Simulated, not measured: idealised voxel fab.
process module | voxel transistor to metal
cross-section cut | 195 nm wide | cells 5 nm
A cross-section is a grid of square cells, given in bands from the top down. A band is one or more rows of cells.
Each band's line starts with the height of the band's top and of its bottom, in nm. Then come its materials from left to right, each with its width in nm. One material with "throughout" fills the band from edge to edge. "air" is empty space.
Height 0 is the level under which the wafer as received is all one material. The lowest band goes on downwards, as in "0 down".
A width such as "30 to 40" changes by the same amount from each row of cells to the next, from the band's top row to its bottom row.
"no change" after a step means that no cell of the cross-section changed.
closed voids: empty space of 8 cells or more with no open way to the top, each as width x height at its distance from the left edge, in nm
after a step's settings: what the simulator itself notes on the step
overlay nm, on a step with a mask: how far to the right of its planned place the mask lay; to the left if negative
plan
1 op RECEIVE | material Si
2 op CONFORMAL_DEP | material SiO2 | thk nm 5
3 op CONFORMAL_DEP | material SiN | thk nm 10
4 op MASKED_ETCH | tone cover | mask id ACTIVE | width nm 125 | etch materials SiN | depth nm 10 | overlay nm 0
5 op MASKED_ETCH | tone cover | mask id ACTIVE | width nm 125 | etch materials SiO2 | depth nm 5 | overlay nm 0
6 op MASKED_ETCH | tone cover | mask id ACTIVE | width nm 125 | etch materials Si | depth nm 25 | overlay nm 0
7 op FILL_DEP | material SiO2 | thk nm 5
8 op CMP | height nm 15
9 op SELECTIVE_ETCH | etch materials SiO2 | depth nm 10
10 op STRIP | etch materials SiN
11 op SELECTIVE_ETCH | etch materials SiO2 | depth nm 5
12 op OXIDIZE | depth nm 5
13 op DIRECTIONAL_DEP | material polySi | thk nm 25
14 op DIRECTIONAL_DEP | material SiCN | thk nm 10
15 op PATTERN | tone cover | mask id GATE | material resist | width nm 25 | thk nm 15 | overlay nm 0
16 op DIRECTIONAL_ETCH | etch materials SiCN | depth nm 20
17 op DIRECTIONAL_ETCH | etch materials polySi | depth nm 35
18 op STRIP | etch materials resist
19 op CONFORMAL_DEP | material SiN | thk nm 10
20 op DIRECTIONAL_ETCH | etch materials SiN | depth nm 10
21 op DIRECTIONAL_ETCH | etch materials SiO2 | depth nm 5
22 op DIRECTIONAL_ETCH | etch materials Si | depth nm 5
23 op EPI | material SiGe | thk nm 10
24 op FILL_DEP | material SiO2 | thk nm 10
25 op CMP | height nm 35
26 op DIRECTIONAL_DEP | material SiO2 | thk nm 15
27 op DIRECTIONAL_DEP | material aC | thk nm 15
28 op PATTERN | tone open | mask id CONTACT | material resist | width nm 35 | pitch nm 70 | thk nm 30 | overlay nm 0
29 op DIRECTIONAL_ETCH | etch materials aC | depth nm 15
30 op STRIP | etch materials resist
31 op DIRECTIONAL_ETCH | etch materials SiO2 | depth nm 50
32 op STRIP | etch materials aC
33 op CONFORMAL_DEP | material TiN | thk nm 5
34 op FILL_DEP | material Ru | thk nm 10
35 op CMP | height nm 50
36 op CONFORMAL_DEP | material SiCN | thk nm 5
37 op DIRECTIONAL_DEP | material lowk | thk nm 20
38 op MASKED_ETCH | tone open | mask id METAL_1 | width nm 20 | pitch nm 85 | etch materials lowk | depth nm 20 | overlay nm 0
39 op MASKED_ETCH | tone open | mask id METAL_1 | width nm 20 | pitch nm 85 | etch materials SiCN | depth nm 5 | overlay nm 0
40 op CONFORMAL_DEP | material TiN | thk nm 5
41 op FILL_DEP | material W | thk nm 5
42 op CMP | height nm 75
43 op CONFORMAL_DEP | material SiCN | thk nm 5
44 op DIRECTIONAL_DEP | material SiO2 | thk nm 30
45 op PATTERN | tone open | mask id METAL_2 | material resist | width nm 20 | pitch nm 85 | thk nm 15 | overlay nm 0
46 op DIRECTIONAL_ETCH | etch materials SiO2 | depth nm 20
47 op STRIP | etch materials resist
48 op MASKED_ETCH | tone open | mask id METAL_2_HOLES | width nm 15 | pitch nm 85 | etch materials SiO2 | depth nm 10 | overlay nm 0
49 op MASKED_ETCH | tone open | mask id METAL_2_HOLES | width nm 15 | pitch nm 85 | etch materials SiCN | depth nm 5 | overlay nm 0
50 op CONFORMAL_DEP | material TiN | thk nm 5
51 op FILL_DEP | material Cu | thk nm 10
52 op CMP | height nm 110
53 op CONFORMAL_DEP | material SiN | thk nm 5
as received, after step 1
  0 down: Si throughout
  closed voids: none
a wafer at the end: this start, this plan, one mistake
  115 to 110: SiN throughout
  110 to 100: Cu 55 to 40 | TiN 5 to 20 | SiO2 5 | TiN 5 | Cu 70 to 55 | TiN 5 to 20 | SiO2 5 | TiN 5 | Cu 40
  100 to 95: Cu 40 | TiN 5 | SiO2 20 | TiN 5 | Cu 55 | TiN 5 | SiO2 20 | TiN 5 | Cu 40
  95 to 90: TiN 45 | SiO2 20 | TiN 65 | SiO2 20 | TiN 45
  90 to 80: SiO2 throughout
  80 to 75: SiCN throughout
  75 to 55: lowk 45 | TiN 5 | W 10 | TiN 5 | lowk 65 | TiN 5 | W 10 | TiN 5 | lowk 45
  55 to 50: SiCN 45 | TiN 20 | SiCN 65 | TiN 20 | SiCN 45
  50 to 40: SiO2 45 | TiN 5 | Ru 25 | TiN 5 | SiO2 35 | TiN 5 | Ru 25 | TiN 5 | SiO2 45
  40 to 35: SiO2 45 | TiN 5 | Ru 20 | TiN 10 | SiO2 35 | TiN 10 | Ru 20 | TiN 5 | SiO2 45
  35 to 25: SiO2 45 | TiN 5 | Ru 20 | TiN 5 | SiN 10 | SiCN 25 | SiN 10 | TiN 5 | Ru 20 | TiN 5 | SiO2 45
  25 to 10: SiO2 45 | TiN 5 | Ru 20 | TiN 5 | SiN 10 | polySi 25 | SiN 10 | TiN 5 | Ru 20 | TiN 5 | SiO2 45
  10 to 5: SiO2 45 | TiN 5 | Ru 10 | TiN 15 | SiN 10 | polySi 25 | SiN 10 | TiN 15 | Ru 10 | TiN 5 | SiO2 45
  5 to 0: SiO2 45 | TiN 20 | SiGe 10 | SiN 10 | polySi 25 | SiN 10 | SiGe 10 | TiN 20 | SiO2 45
  0 to -5: SiO2 30 | SiGe 45 | SiO2 45 | SiGe 45 | SiO2 30
  -5 to -10: SiO2 35 | SiGe 40 | Si 45 | SiGe 40 | SiO2 35
  -10 to -25: SiO2 35 | Si 125 | SiO2 35
  -25 down: Si throughout
  closed voids: none
what went wrong: step 45 ran as: op PATTERN | tone cover | mask id METAL_2 | material resist | width nm 20 | pitch nm 85 | thk nm 15 | overlay nm 0
